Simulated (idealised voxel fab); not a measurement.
process module | voxel transistor to metal
cross-section cut | 300 nm wide | cells 5 nm
A cross-section is a grid of square cells, given in bands from the top down. A band is one or more rows of cells.
Each band's line starts with the height of the band's top and of its bottom, in nm. Then come its materials from left to right, each with its width in nm. One material with "throughout" fills the band from edge to edge. "air" is empty space.
Height 0 is the level under which the wafer as received is all one material. The lowest band goes on downwards, as in "0 down".
A width such as "30 to 40" changes by the same amount from each row of cells to the next, from the band's top row to its bottom row.
"no change" after a step means that no cell of the cross-section changed.
closed voids: empty space of 8 cells or more with no open way to the top, each as width x height at its distance from the left edge, in nm
after a step's settings: what the simulator itself notes on the step
overlay nm, on a step with a mask: how far to the right of its planned place the mask lay; to the left if negative
plan
1 op RECEIVE | material Si
2 op OXIDIZE | depth nm 5
3 op CONFORMAL_DEP | material SiN | thk nm 10
4 op DIRECTIONAL_DEP | material aC | thk nm 15
5 op PATTERN | tone cover | mask id ACTIVE | material resist | width nm 105 | pitch nm 135 | thk nm 35 | overlay nm 0
6 op DIRECTIONAL_ETCH | etch materials aC | depth nm 15
7 op STRIP | etch materials resist
8 op DIRECTIONAL_ETCH | etch materials SiN | depth nm 10
9 op DIRECTIONAL_ETCH | etch materials SiO2 | depth nm 5
10 op DIRECTIONAL_ETCH | etch materials Si | depth nm 30
11 op STRIP | etch materials aC
12 op FILL_DEP | material SiO2 | thk nm 15
13 op CMP | height nm 10
14 op SELECTIVE_ETCH | etch materials SiO2 | depth nm 10
15 op STRIP | etch materials SiN
16 op SELECTIVE_ETCH | etch materials SiO2 | depth nm 5
17 op OXIDIZE | depth nm 5
18 op DIRECTIONAL_DEP | material polySi | thk nm 25
19 op DIRECTIONAL_DEP | material SiCN | thk nm 15
20 op MASKED_ETCH | tone cover | mask id GATE | width nm 15 | pitch nm 135 | etch materials SiCN | depth nm 25 | overlay nm 0
21 op MASKED_ETCH | tone cover | mask id GATE | width nm 25 | pitch nm 135 | etch materials polySi | depth nm 35 | overlay nm 0
22 op CONFORMAL_DEP | material SiN | thk nm 5
23 op DIRECTIONAL_ETCH | etch materials SiN | depth nm 5
24 op DIRECTIONAL_ETCH | etch materials SiO2 | depth nm 5
25 op DIRECTIONAL_ETCH | etch materials Si | depth nm 15
26 op EPI | material SiGe | thk nm 15
27 op FILL_DEP | material SiO2 | thk nm 10
28 op CMP | height nm 20
29 op STRIP | etch materials polySi
30 op SELECTIVE_ETCH | etch materials SiO2 | depth nm 5
31 op CONFORMAL_DEP | material HfO2 | thk nm 5
32 op CONFORMAL_DEP | material TiN | thk nm 5
33 op FILL_DEP | material W | thk nm 5
34 op CMP | height nm 15
35 op DIRECTIONAL_DEP | material SiO2 | thk nm 10
36 op DIRECTIONAL_DEP | material aC | thk nm 10
37 op PATTERN | tone open | mask id CONTACT | material resist | width nm 15 | thk nm 25 | overlay nm 0
38 op DIRECTIONAL_ETCH | etch materials aC | depth nm 10
39 op STRIP | etch materials resist
40 op DIRECTIONAL_ETCH | etch materials SiO2 | depth nm 35
41 op STRIP | etch materials aC
42 op CONFORMAL_DEP | material TiN | thk nm 5
43 op FILL_DEP | material W | thk nm 10
44 op CMP | height nm 25
45 op CONFORMAL_DEP | material SiN | thk nm 5
46 op DIRECTIONAL_DEP | material lowk | thk nm 20
47 op MASKED_ETCH | tone open | mask id METAL_1 | width nm 15 | etch materials lowk | depth nm 20 | overlay nm 0
48 op MASKED_ETCH | tone open | mask id METAL_1 | width nm 15 | etch materials SiN | depth nm 5 | overlay nm 0
49 op CONFORMAL_DEP | material TiN | thk nm 5
50 op FILL_DEP | material W | thk nm 5
51 op CMP | height nm 50
52 op CONFORMAL_DEP | material SiCN | thk nm 5
53 op DIRECTIONAL_DEP | material lowk | thk nm 30
54 op PATTERN | tone open | mask id METAL_2 | material resist | width nm 15 | pitch nm 135 | thk nm 20 | overlay nm 0
55 op DIRECTIONAL_ETCH | etch materials lowk | depth nm 20
56 op STRIP | etch materials resist
57 op PATTERN | tone open | mask id METAL_2_HOLES | material resist | width nm 15 | pitch nm 135 | thk nm 20 | overlay nm 0
58 op DIRECTIONAL_ETCH | etch materials lowk | depth nm 10
59 op DIRECTIONAL_ETCH | etch materials SiCN | depth nm 5
60 op STRIP | etch materials resist
61 op CONFORMAL_DEP | material TiN | thk nm 5
62 op FILL_DEP | material Ru | thk nm 5
63 op CMP | height nm 85
64 op CONFORMAL_DEP | material SiCN | thk nm 5
varied across the wafers: width nm of step 20. The plan shows the first wafer's value. All wafers start alike
first wafer as received, after step 1
  0 down: Si throughout
  closed voids: none
first wafer at the end, after step 64
  90 to 85: SiCN throughout
  85 to 55: lowk 35 | TiN 5 | Ru 5 | TiN 5 | lowk 120 | TiN 5 | Ru 5 | TiN 5 | lowk 115
  55 to 50: SiCN 35 | TiN 15 | SiCN 120 | TiN 15 | SiCN 115
  50 to 30: lowk 35 | TiN 5 | W 5 | TiN 5 | lowk 65 | TiN 5 | W 5 | TiN 5 | lowk 40 | TiN 5 | W 5 | TiN 5 | lowk 65 | TiN 5 | W 5 | TiN 5 | lowk 35
  30 to 25: SiN 35 | TiN 15 | SiN 65 | TiN 15 | SiN 40 | TiN 15 | SiN 65 | TiN 15 | SiN 35
  25 to 15: SiO2 35 | TiN 5 | W 5 | TiN 5 | SiO2 65 | TiN 5 | W 5 | TiN 5 | SiO2 40 | TiN 5 | W 5 | TiN 5 | SiO2 65 | TiN 5 | W 5 | TiN 5 | SiO2 35
  15 to 5: SiO2 35 | TiN 5 | W 5 | TiN 5 | SiO2 15 | SiN 5 | HfO2 5 | TiN 5 | W 5 | TiN 5 | HfO2 5 | SiN 5 | SiO2 15 | TiN 5 | W 5 | TiN 5 | SiO2 40 | TiN 5 | W 5 | TiN 5 | SiO2 15 | SiN 5 | HfO2 5 | TiN 5 | W 5 | TiN 5 | HfO2 5 | SiN 5 | SiO2 15 | TiN 5 | W 5 | TiN 5 | SiO2 35
  5 to 0: SiO2 35 | TiN 5 | W 5 | TiN 5 | SiGe 15 | SiN 5 | HfO2 5 | TiN 5 | W 5 | TiN 5 | HfO2 5 | SiN 5 | SiGe 15 | TiN 5 | W 5 | TiN 5 | SiO2 40 | TiN 5 | W 5 | TiN 5 | SiGe 15 | SiN 5 | HfO2 5 | TiN 5 | W 5 | TiN 5 | HfO2 5 | SiN 5 | SiGe 15 | TiN 5 | W 5 | TiN 5 | SiO2 35
  0 to -5: SiO2 35 | TiN 5 | W 5 | TiN 5 | SiGe 15 | SiN 5 | HfO2 5 | TiN 15 | HfO2 5 | SiN 5 | SiGe 15 | TiN 5 | W 5 | TiN 5 | SiO2 40 | TiN 5 | W 5 | TiN 5 | SiGe 15 | SiN 5 | HfO2 5 | TiN 15 | HfO2 5 | SiN 5 | SiGe 15 | TiN 5 | W 5 | TiN 5 | SiO2 35
  -5 to -10: SiO2 35 | TiN 15 | SiGe 15 | HfO2 35 | SiGe 15 | TiN 15 | SiO2 40 | TiN 15 | SiGe 15 | HfO2 35 | SiGe 15 | TiN 15 | SiO2 35
  -10 to -25: SiO2 30 | SiGe 35 | Si 35 | SiGe 35 | SiO2 30 | SiGe 35 | Si 35 | SiGe 35 | SiO2 30
  -25 to -35: SiO2 30 | Si 105 | SiO2 30 | Si 105 | SiO2 30
  -35 down: Si throughout
  closed voids: none
last wafer at the end
  90 to 85: SiCN throughout
  85 to 55: lowk 35 | TiN 5 | Ru 5 | TiN 5 | lowk 120 | TiN 5 | Ru 5 | TiN 5 | lowk 115
  55 to 50: SiCN 35 | TiN 15 | SiCN 120 | TiN 15 | SiCN 115
  50 to 30: lowk 35 | TiN 5 | W 5 | TiN 5 | lowk 65 | TiN 5 | W 5 | TiN 5 | lowk 40 | TiN 5 | W 5 | TiN 5 | lowk 65 | TiN 5 | W 5 | TiN 5 | lowk 35
  30 to 25: SiN 35 | TiN 15 | SiN 65 | TiN 15 | SiN 40 | TiN 15 | SiN 65 | TiN 15 | SiN 35
  25 to 15: SiO2 35 | TiN 5 | W 5 | TiN 5 | SiO2 65 | TiN 5 | W 5 | TiN 5 | SiO2 40 | TiN 5 | W 5 | TiN 5 | SiO2 65 | TiN 5 | W 5 | TiN 5 | SiO2 35
  15 to 10: SiO2 35 | TiN 5 | W 5 | TiN 5 | SiO2 10 | SiN 5 | HfO2 5 | TiN 5 | W 20 | TiN 5 | HfO2 5 | SiN 5 | SiO2 5 | TiN 5 | W 5 | TiN 5 | SiO2 40 | TiN 5 | W 5 | TiN 5 | SiO2 10 | SiN 5 | HfO2 5 | TiN 5 | W 20 | TiN 5 | HfO2 5 | SiN 5 | SiO2 5 | TiN 5 | W 5 | TiN 5 | SiO2 35
  10 to 5: SiO2 35 | TiN 15 | SiO2 10 | SiN 5 | HfO2 5 | TiN 5 | W 20 | TiN 5 | HfO2 5 | SiN 5 | SiO2 5 | TiN 15 | SiO2 40 | TiN 15 | SiO2 10 | SiN 5 | HfO2 5 | TiN 5 | W 20 | TiN 5 | HfO2 5 | SiN 5 | SiO2 5 | TiN 15 | SiO2 35
  5 to 0: SiO2 35 | TiN 10 | SiGe 15 | SiN 5 | HfO2 5 | TiN 5 | W 20 | TiN 5 | HfO2 5 | SiN 5 | SiGe 15 | TiN 5 | SiO2 40 | TiN 10 | SiGe 15 | SiN 5 | HfO2 5 | TiN 5 | W 20 | TiN 5 | HfO2 5 | SiN 5 | SiGe 15 | TiN 5 | SiO2 35
  0 to -5: SiO2 35 | TiN 10 | SiGe 15 | SiN 5 | HfO2 5 | TiN 30 | HfO2 5 | SiN 5 | SiGe 15 | TiN 5 | SiO2 40 | TiN 10 | SiGe 15 | SiN 5 | HfO2 5 | TiN 30 | HfO2 5 | SiN 5 | SiGe 15 | TiN 5 | SiO2 35
  -5 to -10: SiO2 35 | TiN 10 | SiGe 15 | HfO2 50 | SiGe 15 | TiN 5 | SiO2 40 | TiN 10 | SiGe 15 | HfO2 50 | SiGe 15 | TiN 5 | SiO2 35
  -10 to -25: SiO2 30 | SiGe 30 | Si 50 | SiGe 25 | SiO2 30 | SiGe 30 | Si 50 | SiGe 25 | SiO2 30
  -25 to -35: SiO2 30 | Si 105 | SiO2 30 | Si 105 | SiO2 30
  -35 down: Si throughout
  closed voids: none
each wafer at the end: cells of each material gained (+) or lost (-) since it was received, then its closed voids
width nm 15 | +30 HfO2 | +12 Ru | -294 Si | +114 SiCN | +120 SiGe | +64 SiN | +320 SiO2 | +152 TiN | +46 W | +516 lowk | closed voids: none
width nm 20 | +30 HfO2 | +12 Ru | -294 Si | +114 SiCN | +120 SiGe | +64 SiN | +320 SiO2 | +152 TiN | +46 W | +516 lowk | closed voids: none
width nm 25 | +30 HfO2 | +12 Ru | -294 Si | +114 SiCN | +120 SiGe | +64 SiN | +320 SiO2 | +152 TiN | +46 W | +516 lowk | closed voids: none
width nm 30 | +32 HfO2 | +12 Ru | -288 Si | +114 SiCN | +114 SiGe | +64 SiN | +316 SiO2 | +154 TiN | +46 W | +516 lowk | closed voids: none
width nm 35 | +34 HfO2 | +12 Ru | -282 Si | +114 SiCN | +108 SiGe | +64 SiN | +312 SiO2 | +156 TiN | +46 W | +516 lowk | closed voids: none
width nm 40 | +36 HfO2 | +12 Ru | -276 Si | +114 SiCN | +102 SiGe | +64 SiN | +308 SiO2 | +152 TiN | +52 W | +516 lowk | closed voids: none
